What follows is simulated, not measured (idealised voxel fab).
This section sets out a process module, namely voxel fin reveal.
Square cells of 5 nm make up the cross-section cut, whose width is 200 nm.
If you're reading a cross-section in this doc, picture square cells in a grid; it comes to you as bands, top ones listed first down to the bottom, and a band can be one or more rows of cells. Within each band entry, the heights of the top and of the bottom of the band appear first, in that order and in nm; the materials of the band then follow from left to right, each with its corresponding width in nm. The designation "everywhere" on a single material indicates that it fills the band from edge to edge; the designation "blank" indicates empty space. Heights are measured from 0, the level below which the as-received wafer is all one material; the lowest band has no bottom and continues downward, written as in "0 -> down". A width such as "30..40" changes by the same amount from each row of cells to the next, from the band's top row to its bottom row. What does "no modifications" mean for a step? It means no cell of the cross-section changed in that step. "Closed void inventory": empty spaces of 8 cells or more with no open way to the top, each given as width x height at distance, distance from the left edge, all in nm. On each step's line, the part that comes after the settings is the simulator's own comment on the step. The "overlay nm" setting may appear on a step's line; for a step that uses a mask, it gives how far to the right of its planned position the mask lay, and a negative value indicates the left. Everything after this point is organized in pairs: a cross-section before one process step, a cross-section after it that shows only as deep as the lowest changed band, and, under the pair, the intervening step with its settings. Because different runs of this module on the same starting wafer can supply different pairs, a pair continues from the pair above it only if its entry headed "Pre-process state" says so.

Pre-process state:
  0 -> down  Si everywhere
  Closed void inventory: none

After the Step:
  10 -> 0  SiN everywhere
  No changes below 0.
  Closed void inventory: none
Upper to lower cross-section via CONFORMAL_DEP: material SiN, thk nm 10

Pre-process state: after-state, pair directly above.

After the Step:
  10 -> 0  blank 40  SiN 15  blank 20  SiN 15  blank 20  SiN 15  blank 20  SiN 15  blank 40
  No changes below 0.
  Closed void inventory: none
Upper to lower cross-section via MASKED_ETCH: tone cover, mask id FINS, width nm 15, pitch nm 35, etch materials SiN, depth nm 10, overlay nm 0

Pre-process state: after-state, pair directly above.

After the Step:
  10 -> 0  blank 40  SiN 15  blank 20  SiN 15  blank 20  SiN 15  blank 20  SiN 15  blank 40
  0 -> -35  blank 40  Si 15  blank 20  Si 15  blank 20  Si 15  blank 20  Si 15  blank 40
  No changes below -35.
  Closed void inventory: none
Upper to lower cross-section via MASKED_ETCH: tone cover, mask id FINS, width nm 15, pitch nm 35, etch materials Si, depth nm 35, overlay nm 0

Pre-process state: after-state, pair directly above.

After the Step:
  10 -> 0  blank 40  SiN 15  blank 20  SiN 15  blank 20  SiN 15  blank 20  SiN 15  blank 40
  0 -> -35  blank 40  SiO2 5  Si 5  SiO2 5  blank 20  SiO2 5  Si 5  SiO2 5  blank 20  SiO2 5  Si 5  SiO2 5  blank 20  SiO2 5  Si 5  SiO2 5  blank 40
  -35 -> -40  SiO2 45  Si 5  SiO2 30  Si 5  SiO2 30  Si 5  SiO2 30  Si 5  SiO2 45
  No changes below -40.
  Closed void inventory: none
Upper to lower cross-section via OXIDIZE: depth nm 5

Pre-process state: after-state, pair directly above.

After the Step:
  20 -> 10  SiO2 everywhere
  10 -> 0  SiO2 40  SiN 15  SiO2 20  SiN 15  SiO2 20  SiN 15  SiO2 20  SiN 15  SiO2 40
  0 -> -40  SiO2 45  Si 5  SiO2 30  Si 5  SiO2 30  Si 5  SiO2 30  Si 5  SiO2 45
  No changes below -40.
  Closed void inventory: none
Upper to lower cross-section via FILL_DEP: material SiO2, thk nm 10

Pre-process state: after-state, pair directly above.

After the Step:
  10 -> 0  SiO2 40  SiN 15  SiO2 20  SiN 15  SiO2 20  SiN 15  SiO2 20  SiN 15  SiO2 40
  No changes below 0.
  Closed void inventory: none
Upper to lower cross-section via CMP: height nm 10

Pre-process state: after-state, pair directly above.

After the Step:
  10 -> 0  blank 40  SiN 15  blank 20  SiN 15  blank 20  SiN 15  blank 20  SiN 15  blank 40
  0 -> -25  blank 45  Si 5  blank 30  Si 5  blank 30  Si 5  blank 30  Si 5  blank 45
  No changes below -25.
  Closed void inventory: none
Upper to lower cross-section via SELECTIVE_ETCH: etch materials SiO2, depth nm 35

Pre-process state: after-state, pair directly above.

After the Step:
  0 -> -25  blank 45  Si 5  blank 30  Si 5  blank 30  Si 5  blank 30  Si 5  blank 45
  No changes below -25.
  Closed void inventory: none
Upper to lower cross-section via STRIP: etch materials SiN

Pre-process state: after-state, pair directly above.

After the Step:
  5 -> 0  blank 40  HfO2 15  blank 20  HfO2 15  blank 20  HfO2 15  blank 20  HfO2 15  blank 40
  0 -> -20  blank 40  HfO2 5  Si 5  HfO2 5  blank 20  HfO2 5  Si 5  HfO2 5  blank 20  HfO2 5  Si 5  HfO2 5  blank 20  HfO2 5  Si 5  HfO2 5  blank 40
  -20 -> -25  HfO2 45  Si 5  HfO2 30  Si 5  HfO2 30  Si 5  HfO2 30  Si 5  HfO2 45
  No changes below -25.
  Closed void inventory: none
Upper to lower cross-section via CONFORMAL_DEP: material HfO2, thk nm 5

Pre-process state:
  10 -> 0  blank 40  SiN 15  blank 20  SiN 15  blank 20  SiN 15  blank 20  SiN 15  blank 40
  0 -> -35  blank 40  Si 15  blank 20  Si 15  blank 20  Si 15  blank 20  Si 15  blank 40
  -35 -> down  Si everywhere
  Closed void inventory: none

After the Step:
  10 -> 0  blank 40  SiN 15  blank 20  SiN 15  blank 20  SiN 15  blank 20  SiN 15  blank 40
  0 -> -70  blank 40  Si 15  blank 20  Si 15  blank 20  Si 15  blank 20  Si 15  blank 40
  No changes below -70.
  Closed void inventory: none
Upper to lower cross-section via MASKED_ETCH: tone cover, mask id FINS, width nm 15, pitch nm 35, etch materials Si, depth nm 35, overlay nm 0

Pre-process state: after-state, pair directly above.

After the Step:
  10 -> 0  blank 40  SiN 15  blank 20  SiN 15  blank 20  SiN 15  blank 20  SiN 15  blank 40
  0 -> -70  blank 40  SiO2 5  Si 5  SiO2 5  blank 20  SiO2 5  Si 5  SiO2 5  blank 20  SiO2 5  Si 5  SiO2 5  blank 20  SiO2 5  Si 5  SiO2 5  blank 40
  -70 -> -75  SiO2 45  Si 5  SiO2 30  Si 5  SiO2 30  Si 5  SiO2 30  Si 5  SiO2 45
  No changes below -75.
  Closed void inventory: none
Upper to lower cross-section via OXIDIZE: depth nm 5

Pre-process state: after-state, pair directly above.

After the Step:
  20 -> 10  SiO2 everywhere
  10 -> 0  SiO2 40  SiN 15  SiO2 20  SiN 15  SiO2 20  SiN 15  SiO2 20  SiN 15  SiO2 40
  0 -> -75  SiO2 45  Si 5  SiO2 30  Si 5  SiO2 30  Si 5  SiO2 30  Si 5  SiO2 45
  No changes below -75.
  Closed void inventory: none
Upper to lower cross-section via FILL_DEP: material SiO2, thk nm 10

Pre-process state: after-state, pair directly above.

After the Step:
  10 -> 0  SiO2 40  SiN 15  SiO2 20  SiN 15  SiO2 20  SiN 15  SiO2 20  SiN 15  SiO2 40
  No changes below 0.
  Closed void inventory: none
Upper to lower cross-section via CMP: height nm 10

Pre-process state: after-state, pair directly above.

After the Step:
  10 -> 0  blank 40  SiN 15  blank 20  SiN 15  blank 20  SiN 15  blank 20  SiN 15  blank 40
  0 -> -25  blank 45  Si 5  blank 30  Si 5  blank 30  Si 5  blank 30  Si 5  blank 45
  No changes below -25.
  Closed void inventory: none
Upper to lower cross-section via SELECTIVE_ETCH: etch materials SiO2, depth nm 35

Pre-process state: after-state, pair directly above.

After the Step:
  0 -> -25  blank 45  Si 5  blank 30  Si 5  blank 30  Si 5  blank 30  Si 5  blank 45
  No changes below -25.
  Closed void inventory: none
Upper to lower cross-section via STRIP: etch materials SiN

Pre-process state: after-state, pair directly above.

After the Step:
  5 -> 0  blank 40  HfO2 15  blank 20  HfO2 15  blank 20  HfO2 15  blank 20  HfO2 15  blank 40
  0 -> -20  blank 40  HfO2 5  Si 5  HfO2 5  blank 20  HfO2 5  Si 5  HfO2 5  blank 20  HfO2 5  Si 5  HfO2 5  blank 20  HfO2 5  Si 5  HfO2 5  blank 40
  -20 -> -25  HfO2 45  Si 5  HfO2 30  Si 5  HfO2 30  Si 5  HfO2 30  Si 5  HfO2 45
  No changes below -25.
  Closed void inventory: none
Upper to lower cross-section via CONFORMAL_DEP: material HfO2, thk nm 5

Pre-process state:
  10 -> 0  SiO2 40  SiN 15  SiO2 20  SiN 15  SiO2 20  SiN 15  SiO2 20  SiN 15  SiO2 40
  0 -> -40  SiO2 45  Si 5  SiO2 30  Si 5  SiO2 30  Si 5  SiO2 30  Si 5  SiO2 45
  -40 -> down  Si everywhere
  Closed void inventory: none

After the Step:
  10 -> 0  SiO2 40  blank 15  SiO2 20  blank 15  SiO2 20  blank 15  SiO2 20  blank 15  SiO2 40
  No changes below 0.
  Closed void inventory: none
Upper to lower cross-section via STRIP: etch materials SiN

Pre-process state: after-state, pair directly above.

After the Step:
  0 -> -25  blank 45  Si 5  blank 30  Si 5  blank 30  Si 5  blank 30  Si 5  blank 45
  -25 -> -35  SiO2 5  blank 40  Si 5  blank 30  Si 5  blank 30  Si 5  blank 30  Si 5  blank 40  SiO2 5
  No changes below -35.
  Closed void inventory: none
Upper to lower cross-section via SELECTIVE_ETCH: etch materials SiO2, depth nm 35

Pre-process state: after-state, pair directly above.

After the Step:
  5 -> 0  blank 40  HfO2 15  blank 20  HfO2 15  blank 20  HfO2 15  blank 20  HfO2 15  blank 40
  0 -> -20  blank 40  HfO2 5  Si 5  HfO2 5  blank 20  HfO2 5  Si 5  HfO2 5  blank 20  HfO2 5  Si 5  HfO2 5  blank 20  HfO2 5  Si 5  HfO2 5  blank 40
  -20 -> -25  HfO2 10  blank 30  HfO2 5  Si 5  HfO2 5  blank 20  HfO2 5  Si 5  HfO2 5  blank 20  HfO2 5  Si 5  HfO2 5  blank 20  HfO2 5  Si 5  HfO2 5  blank 30  HfO2 10
  -25 -> -30  SiO2 5  HfO2 5  blank 30  HfO2 5  Si 5  HfO2 5  blank 20  HfO2 5  Si 5  HfO2 5  blank 20  HfO2 5  Si 5  HfO2 5  blank 20  HfO2 5  Si 5  HfO2 5  blank 30  HfO2 5  SiO2 5
  -30 -> -35  SiO2 5  HfO2 40  Si 5  HfO2 30  Si 5  HfO2 30  Si 5  HfO2 30  Si 5  HfO2 40  SiO2 5
  No changes below -35.
  Closed void inventory: none
Upper to lower cross-section via CONFORMAL_DEP: material HfO2, thk nm 5

Pre-process state:
  10 -> 0  blank 40  SiN 15  blank 20  SiN 15  blank 20  SiN 15  blank 20  SiN 15  blank 40
  0 -> down  Si everywhere
  Closed void inventory: none

After the Step:
  10 -> 0  blank 40  SiN 15  blank 20  SiN 15  blank 20  SiN 15  blank 20  SiN 15  blank 40
  0 -> -30  blank 40  Si 15  blank 20  Si 15  blank 20  Si 15  blank 20  Si 15  blank 40
  No changes below -30.
  Closed void inventory: none
Upper to lower cross-section via MASKED_ETCH: tone cover, mask id FINS, width nm 15, pitch nm 35, etch materials Si, depth nm 30, overlay nm 0

Pre-process state: after-state, pair directly above.

After the Step:
  10 -> 0  blank 40  SiN 15  blank 20  SiN 15  blank 20  SiN 15  blank 20  SiN 15  blank 40
  0 -> -30  blank 40  SiO2 5  Si 5  SiO2 5  blank 20  SiO2 5  Si 5  SiO2 5  blank 20  SiO2 5  Si 5  SiO2 5  blank 20  SiO2 5  Si 5  SiO2 5  blank 40
  -30 -> -35  SiO2 45  Si 5  SiO2 30  Si 5  SiO2 30  Si 5  SiO2 30  Si 5  SiO2 45
  No changes below -35.
  Closed void inventory: none
Upper to lower cross-section via OXIDIZE: depth nm 5

Pre-process state: after-state, pair directly above.

After the Step:
  20 -> 10  SiO2 everywhere
  10 -> 0  SiO2 40  SiN 15  SiO2 20  SiN 15  SiO2 20  SiN 15  SiO2 20  SiN 15  SiO2 40
  0 -> -35  SiO2 45  Si 5  SiO2 30  Si 5  SiO2 30  Si 5  SiO2 30  Si 5  SiO2 45
  No changes below -35.
  Closed void inventory: none
Upper to lower cross-section via FILL_DEP: material SiO2, thk nm 10

Pre-process state: after-state, pair directly above.

After the Step:
  10 -> 0  SiO2 40  SiN 15  SiO2 20  SiN 15  SiO2 20  SiN 15  SiO2 20  SiN 15  SiO2 40
  No changes below 0.
  Closed void inventory: none
Upper to lower cross-section via CMP: height nm 10

Pre-process state: after-state, pair directly above.

After the Step:
  10 -> 0  blank 40  SiN 15  blank 20  SiN 15  blank 20  SiN 15  blank 20  SiN 15  blank 40
  0 -> -25  blank 45  Si 5  blank 30  Si 5  blank 30  Si 5  blank 30  Si 5  blank 45
  No changes below -25.
  Closed void inventory: none
Upper to lower cross-section via SELECTIVE_ETCH: etch materials SiO2, depth nm 35

Pre-process state: after-state, pair directly above.

After the Step:
  0 -> -25  blank 45  Si 5  blank 30  Si 5  blank 30  Si 5  blank 30  Si 5  blank 45
  No changes below -25.
  Closed void inventory: none
Upper to lower cross-section via STRIP: etch materials SiN

Pre-process state: after-state, pair directly above.

After the Step:
  5 -> 0  blank 40  HfO2 15  blank 20  HfO2 15  blank 20  HfO2 15  blank 20  HfO2 15  blank 40
  0 -> -20  blank 40  HfO2 5  Si 5  HfO2 5  blank 20  HfO2 5  Si 5  HfO2 5  blank 20  HfO2 5  Si 5  HfO2 5  blank 20  HfO2 5  Si 5  HfO2 5  blank 40
  -20 -> -25  HfO2 45  Si 5  HfO2 30  Si 5  HfO2 30  Si 5  HfO2 30  Si 5  HfO2 45
  No changes below -25.
  Closed void inventory: none
Upper to lower cross-section via CONFORMAL_DEP: material HfO2, thk nm 5

Pre-process state:
  10 -> 0  SiN everywhere
  0 -> down  Si everywhere
  Closed void inventory: none

After the Step:
  10 -> 0  blank 40  SiN 20  blank 15  SiN 20  blank 15  SiN 20  blank 15  SiN 20  blank 35
  No changes below 0.
  Closed void inventory: none
Upper to lower cross-section via MASKED_ETCH: tone cover, mask id FINS, width nm 20, pitch nm 35, etch materials SiN, depth nm 10, overlay nm 0

Pre-process state: after-state, pair directly above.

After the Step:
  10 -> 0  blank 40  SiN 20  blank 15  SiN 20  blank 15  SiN 20  blank 15  SiN 20  blank 35
  0 -> -35  blank 40  Si 20  blank 15  Si 20  blank 15  Si 20  blank 15  Si 20  blank 35
  No changes below -35.
  Closed void inventory: none
Upper to lower cross-section via MASKED_ETCH: tone cover, mask id FINS, width nm 15, pitch nm 35, etch materials Si, depth nm 35, overlay nm 0

Pre-process state: after-state, pair directly above.

After the Step:
  10 -> 0  blank 40  SiN 20  blank 15  SiN 20  blank 15  SiN 20  blank 15  SiN 20  blank 35
  0 -> -35  blank 40  SiO2 5  Si 10  SiO2 5  blank 15  SiO2 5  Si 10  SiO2 5  blank 15  SiO2 5  Si 10  SiO2 5  blank 15  SiO2 5  Si 10  SiO2 5  blank 35
  -35 -> -40  SiO2 45  Si 10  SiO2 25  Si 10  SiO2 25  Si 10  SiO2 25  Si 10  SiO2 40
  No changes below -40.
  Closed void inventory: none
Upper to lower cross-section via OXIDIZE: depth nm 5

Pre-process state: after-state, pair directly above.

After the Step:
  20 -> 10  SiO2 everywhere
  10 -> 0  SiO2 40  SiN 20  SiO2 15  SiN 20  SiO2 15  SiN 20  SiO2 15  SiN 20  SiO2 35
  0 -> -40  SiO2 45  Si 10  SiO2 25  Si 10  SiO2 25  Si 10  SiO2 25  Si 10  SiO2 40
  No changes below -40.
  Closed void inventory: none
Upper to lower cross-section via FILL_DEP: material SiO2, thk nm 10

Pre-process state: after-state, pair directly above.

After the Step:
  10 -> 0  SiO2 40  SiN 20  SiO2 15  SiN 20  SiO2 15  SiN 20  SiO2 15  SiN 20  SiO2 35
  No changes below 0.
  Closed void inventory: none
Upper to lower cross-section via CMP: height nm 10

Pre-process state: after-state, pair directly above.

After the Step:
  10 -> 0  blank 40  SiN 20  blank 15  SiN 20  blank 15  SiN 20  blank 15  SiN 20  blank 35
  0 -> -25  blank 45  Si 10  blank 25  Si 10  blank 25  Si 10  blank 25  Si 10  blank 40
  No changes below -25.
  Closed void inventory: none
Upper to lower cross-section via SELECTIVE_ETCH: etch materials SiO2, depth nm 35

Pre-process state: after-state, pair directly above.

After the Step:
  0 -> -25  blank 45  Si 10  blank 25  Si 10  blank 25  Si 10  blank 25  Si 10  blank 40
  No changes below -25.
  Closed void inventory: none
Upper to lower cross-section via STRIP: etch materials SiN

Pre-process state: after-state, pair directly above.

After the Step:
  5 -> 0  blank 40  HfO2 20  blank 15  HfO2 20  blank 15  HfO2 20  blank 15  HfO2 20  blank 35
  0 -> -20  blank 40  HfO2 5  Si 10  HfO2 5  blank 15  HfO2 5  Si 10  HfO2 5  blank 15  HfO2 5  Si 10  HfO2 5  blank 15  HfO2 5  Si 10  HfO2 5  blank 35
  -20 -> -25  HfO2 45  Si 10  HfO2 25  Si 10  HfO2 25  Si 10  HfO2 25  Si 10  HfO2 40
  No changes below -25.
  Closed void inventory: none
Upper to lower cross-section via CONFORMAL_DEP: material HfO2, thk nm 5

Pre-process state:
  10 -> 0  SiN everywhere
  0 -> down  Si everywhere
  Closed void inventory: none

After the Step:
  10 -> 0  blank 35  SiN 15  blank 20  SiN 15  blank 20  SiN 15  blank 20  SiN 15  blank 45
  No changes below 0.
  Closed void inventory: none
Upper to lower cross-section via MASKED_ETCH: tone cover, mask id FINS, width nm 15, pitch nm 35, etch materials SiN, depth nm 10, overlay nm -5

Pre-process state: after-state, pair directly above.

After the Step:
  10 -> 0  blank 35  SiN 15  blank 20  SiN 15  blank 20  SiN 15  blank 20  SiN 15  blank 45
  0 -> -35  blank 35  Si 20  blank 15  Si 20  blank 15  Si 20  blank 15  Si 20  blank 40
  No changes below -35.
  Closed void inventory: none
Upper to lower cross-section via MASKED_ETCH: tone cover, mask id FINS, width nm 15, pitch nm 35, etch materials Si, depth nm 35, overlay nm 0

Pre-process state: after-state, pair directly above.

After the Step:
  10 -> 0  blank 35  SiN 15  blank 20  SiN 15  blank 20  SiN 15  blank 20  SiN 15  blank 45
  0 -> -5  blank 35  SiO2 5  Si 5  SiO2 10  blank 15  SiO2 5  Si 5  SiO2 10  blank 15  SiO2 5  Si 5  SiO2 10  blank 15  SiO2 5  Si 5  SiO2 10  blank 40
  -5 -> -35  blank 35  SiO2 5  Si 10  SiO2 5  blank 15  SiO2 5  Si 10  SiO2 5  blank 15  SiO2 5  Si 10  SiO2 5  blank 15  SiO2 5  Si 10  SiO2 5  blank 40
  -35 -> -40  SiO2 40  Si 10  SiO2 25  Si 10  SiO2 25  Si 10  SiO2 25  Si 10  SiO2 45
  No changes below -40.
  Closed void inventory: none
Upper to lower cross-section via OXIDIZE: depth nm 5

Pre-process state: after-state, pair directly above.

After the Step:
  20 -> 10  SiO2 everywhere
  10 -> 0  SiO2 35  SiN 15  SiO2 20  SiN 15  SiO2 20  SiN 15  SiO2 20  SiN 15  SiO2 45
  0 -> -5  SiO2 40  Si 5  SiO2 30  Si 5  SiO2 30  Si 5  SiO2 30  Si 5  SiO2 50
  -5 -> -40  SiO2 40  Si 10  SiO2 25  Si 10  SiO2 25  Si 10  SiO2 25  Si 10  SiO2 45
  No changes below -40.
  Closed void inventory: none
Upper to lower cross-section via FILL_DEP: material SiO2, thk nm 10

Pre-process state: after-state, pair directly above.

After the Step:
  10 -> 0  SiO2 35  SiN 15  SiO2 20  SiN 15  SiO2 20  SiN 15  SiO2 20  SiN 15  SiO2 45
  No changes below 0.
  Closed void inventory: none
Upper to lower cross-section via CMP: height nm 10

Pre-process state: after-state, pair directly above.

After the Step:
  10 -> 0  blank 35  SiN 15  blank 20  SiN 15  blank 20  SiN 15  blank 20  SiN 15  blank 45
  0 -> -5  blank 40  Si 5  blank 30  Si 5  blank 30  Si 5  blank 30  Si 5  blank 50
  -5 -> -25  blank 40  Si 10  blank 25  Si 10  blank 25  Si 10  blank 25  Si 10  blank 45
  No changes below -25.
  Closed void inventory: none
Upper to lower cross-section via SELECTIVE_ETCH: etch materials SiO2, depth nm 35

Pre-process state: after-state, pair directly above.

After the Step:
  0 -> -5  blank 40  Si 5  blank 30  Si 5  blank 30  Si 5  blank 30  Si 5  blank 50
  No changes below -5.
  Closed void inventory: none
Upper to lower cross-section via STRIP: etch materials SiN

Pre-process state: after-state, pair directly above.

After the Step:
  5 -> 0  blank 35  HfO2 15  blank 20  HfO2 15  blank 20  HfO2 15  blank 20  HfO2 15  blank 45
  0 -> -5  blank 35  HfO2 5  Si 5  HfO2 10  blank 15  HfO2 5  Si 5  HfO2 10  blank 15  HfO2 5  Si 5  HfO2 10  blank 15  HfO2 5  Si 5  HfO2 10  blank 40
  -5 -> -20  blank 35  HfO2 5  Si 10  HfO2 5  blank 15  HfO2 5  Si 10  HfO2 5  blank 15  HfO2 5  Si 10  HfO2 5  blank 15  HfO2 5  Si 10  HfO2 5  blank 40
  -20 -> -25  HfO2 40  Si 10  HfO2 25  Si 10  HfO2 25  Si 10  HfO2 25  Si 10  HfO2 45
  No changes below -25.
  Closed void inventory: none
Upper to lower cross-section via CONFORMAL_DEP: material HfO2, thk nm 5

Pre-process state:
  0 -> -25  blank 45  Si 5  blank 30  Si 5  blank 30  Si 5  blank 30  Si 5  blank 45
  -25 -> -40  SiO2 45  Si 5  SiO2 30  Si 5  SiO2 30  Si 5  SiO2 30  Si 5  SiO2 45
  -40 -> down  Si everywhere
  Closed void inventory: none

After the Step:
  5 -> 0  blank 40  SiN 15  blank 20  SiN 15  blank 20  SiN 15  blank 20  SiN 15  blank 40
  0 -> -20  blank 40  SiN 5  Si 5  SiN 5  blank 20  SiN 5  Si 5  SiN 5  blank 20  SiN 5  Si 5  SiN 5  blank 20  SiN 5  Si 5  SiN 5  blank 40
  -20 -> -25  SiN 45  Si 5  SiN 30  Si 5  SiN 30  Si 5  SiN 30  Si 5  SiN 45
  No changes below -25.
  Closed void inventory: none
Upper to lower cross-section via CONFORMAL_DEP: material SiN, thk nm 5

Pre-process state:
  10 -> 0  SiN everywhere
  0 -> down  Si everywhere
  Closed void inventory: none

After the Step:
  10 -> 0  SiN 40  blank 15  SiN 20  blank 15  SiN 20  blank 15  SiN 20  blank 15  SiN 40
  No changes below 0.
  Closed void inventory: none
Upper to lower cross-section via MASKED_ETCH: tone open, mask id FINS, width nm 15, pitch nm 35, etch materials SiN, depth nm 10, overlay nm 0

Pre-process state: after-state, pair directly above.

After the Step:
  10 -> 0  SiN 40  blank 15  SiN 20  blank 15  SiN 20  blank 15  SiN 20  blank 15  SiN 40
  0 -> -5  Si 35  SiO2 25  Si 10  SiO2 25  Si 10  SiO2 25  Si 10  SiO2 25  Si 35
  No changes below -5.
  Closed void inventory: none
Upper to lower cross-section via OXIDIZE: depth nm 5

Pre-process state: after-state, pair directly above.

After the Step:
  20 -> 10  SiO2 everywhere
  10 -> 0  SiN 40  SiO2 15  SiN 20  SiO2 15  SiN 20  SiO2 15  SiN 20  SiO2 15  SiN 40
  No changes below 0.
  Closed void inventory: none
Upper to lower cross-section via FILL_DEP: material SiO2, thk nm 10

Pre-process state: after-state, pair directly above.

After the Step:
  10 -> 0  SiN 40  SiO2 15  SiN 20  SiO2 15  SiN 20  SiO2 15  SiN 20  SiO2 15  SiN 40
  No changes below 0.
  Closed void inventory: none
Upper to lower cross-section via CMP: height nm 10

Pre-process state: after-state, pair directly above.

After the Step:
  10 -> 0  SiN 40  blank 15  SiN 20  blank 15  SiN 20  blank 15  SiN 20  blank 15  SiN 40
  0 -> -5  Si 35  blank 25  Si 10  blank 25  Si 10  blank 25  Si 10  blank 25  Si 35
  No changes below -5.
  Closed void inventory: none
Upper to lower cross-section via SELECTIVE_ETCH: etch materials SiO2, depth nm 35

Pre-process state: after-state, pair directly above.

After the Step:
  0 -> -5  Si 35  blank 25  Si 10  blank 25  Si 10  blank 25  Si 10  blank 25  Si 35
  No changes below -5.
  Closed void inventory: none
Upper to lower cross-section via STRIP: etch materials SiN

Pre-process state: after-state, pair directly above.

After the Step:
  5 -> 0  HfO2 40  blank 15  HfO2 20  blank 15  HfO2 20  blank 15  HfO2 20  blank 15  HfO2 40
  0 -> -5  Si 35  HfO2 25  Si 10  HfO2 25  Si 10  HfO2 25  Si 10  HfO2 25  Si 35
  No changes below -5.
  Closed void inventory: none
Upper to lower cross-section via CONFORMAL_DEP: material HfO2, thk nm 5
